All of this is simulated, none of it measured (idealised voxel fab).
voxel gate over fins: a process module
The width of the displayed cross-section, cut, is 260 nm; its cells are square, with a size of 5 nm.
Heads up, the way a cross-section reads in here is a grid of square cells, handed over as bands from the top down, with every band being one or more rows of cells.
Top height, bottom height, nm. Materials left to right, width each, nm. Single material + "throughout" = fills band edge to edge. "air" = empty.
The level at which height equals 0 is the one under which the wafer, as it arrives, is entirely one material. No lower edge exists for the bottom band, which continues downward and is notated as in "0..down".
Width: "30->40" (first number = top row, second number = bottom row, same change from row to row of cells).
For the purposes of this document, the phrase "same as before" attached to a step denotes that no cell within the cross-section was modified by that step.
Listed in "Tabulated closed voids": every empty space of 8 or more cells without an open way to the top. Form: width x height at distance, the distance being from the left edge, all in nm.
Whatever follows a step's settings on its line is a remark the simulator itself makes about that step.
overlay nm: where the mask lay relative to plan, measured to the right, on steps with a mask; negatives go left.

-- The steps planned for the process are as follows
| 1 | RECEIVE,material Si |
| 2 | CONFORMAL_DEP,material SiN,thk nm 5 |
| 3 | MASKED_ETCH,tone cover,mask id FINS,width nm 15,pitch nm 60,etch materials SiN,depth nm 5,overlay nm 0 |
| 4 | MASKED_ETCH,tone cover,mask id FINS,width nm 15,pitch nm 60,etch materials Si,depth nm 35,overlay nm 0 |
| 5 | OXIDIZE,depth nm 5 |
| 6 | FILL_DEP,material SiO2,thk nm 5 |
| 7 | CMP,height nm 5 |
| 8 | MASKED_ETCH,tone open,mask id RAIL,width nm 15,etch materials SiO2,depth nm 35,overlay nm 0 |
| 9 | CONFORMAL_DEP,material TiN,thk nm 5 |
| 10 | FILL_DEP,material Ru,thk nm 10 |
| 11 | CMP,height nm 5 |
| 12 | SELECTIVE_ETCH,etch materials W Ru TiN,depth nm 20 |
| 13 | FILL_DEP,material SiO2,thk nm 5 |
| 14 | CMP,height nm 5 |
| 15 | SELECTIVE_ETCH,etch materials SiO2,depth nm 15 |
| 16 | STRIP,etch materials SiN |
| 17 | CONFORMAL_DEP,material HfO2,thk nm 5 |
| 18 | CONFORMAL_DEP,material TiN,thk nm 5 |
| 19 | FILL_DEP,material W,thk nm 15 |
| 20 | CMP,height nm 20 |
| 21 | CONFORMAL_DEP,material SiN,thk nm 10 |

-- As received (post step 1): cross-section
* 0..down | Si throughout
* Tabulated closed voids: none

-- First of two wafers, end-of-module section, run followed plan
* 30..20 | SiN throughout
* 20..10 | W throughout
* 10..5 | W 55, TiN 25, W 35, TiN 25, W 35, TiN 25, W 60
* 5..0 | W 55, TiN 5, HfO2 15, TiN 5, W 35, TiN 5, HfO2 15, TiN 5, W 35, TiN 5, HfO2 15, TiN 5, W 60
* 0..-5 | TiN 60, HfO2 5, Si 5, HfO2 5, TiN 45, HfO2 5, Si 5, HfO2 5, TiN 45, HfO2 5, Si 5, HfO2 5, TiN 65
* -5..-10 | HfO2 65, Si 5, HfO2 55, Si 5, HfO2 55, Si 5, HfO2 70
* -10..-15 | SiO2 65, Si 5, SiO2 55, Si 5, SiO2 55, Si 5, SiO2 70
* -15..-25 | SiO2 65, Si 5, SiO2 20, TiN 5, Ru 5, TiN 5, SiO2 20, Si 5, SiO2 55, Si 5, SiO2 70
* -25..-30 | SiO2 65, Si 5, SiO2 20, TiN 15, SiO2 20, Si 5, SiO2 55, Si 5, SiO2 70
* -30..-40 | SiO2 65, Si 5, SiO2 55, Si 5, SiO2 55, Si 5, SiO2 70
* -40..down | Si throughout
* Tabulated closed voids: none

-- Cross-sectional image of the second wafer of the two following completion of the module. Starting state and process plan were the same as for the first wafer; one execution error occurred
* 30..20 | SiN throughout
* 20..5 | W throughout
* 5..0 | W 55, TiN 25, W 35, TiN 25, W 35, TiN 25, W 60
* 0..-5 | W 55, TiN 5, HfO2 15, TiN 5, W 35, TiN 5, HfO2 15, TiN 5, W 35, TiN 5, HfO2 15, TiN 5, W 60
* -5..-10 | W 55, TiN 5, HfO2 5, Si 5, HfO2 5, TiN 45, HfO2 5, Si 5, HfO2 5, TiN 5, W 35, TiN 5, HfO2 5, Si 5, HfO2 5, TiN 5, W 60
* -10..-15 | TiN 60, HfO2 5, Si 5, HfO2 5, TiN 10, HfO2 25, TiN 10, HfO2 5, Si 5, HfO2 5, TiN 45, HfO2 5, Si 5, HfO2 5, TiN 65
* -15..-20 | HfO2 65, Si 5, HfO2 20, TiN 5, Ru 5, TiN 5, HfO2 20, Si 5, HfO2 55, Si 5, HfO2 70
* -20..-25 | SiO2 65, Si 5, SiO2 20, TiN 5, Ru 5, TiN 5, SiO2 20, Si 5, SiO2 55, Si 5, SiO2 70
* -25..-30 | SiO2 65, Si 5, SiO2 20, TiN 15, SiO2 20, Si 5, SiO2 55, Si 5, SiO2 70
* -30..-40 | SiO2 65, Si 5, SiO2 55, Si 5, SiO2 55, Si 5, SiO2 70
* -40..down | Si throughout
* Tabulated closed voids: none
So what did we get wrong on this run? so step 14 ended up running with a different setting than we planned, it ran as CMP,height nm -5
Final tally in cells, some materials are higher or lower on the second wafer than on the first: HfO2: 8 more; Si: 3 fewer; SiO2: 95 fewer; TiN: 8 more; W: 82 more
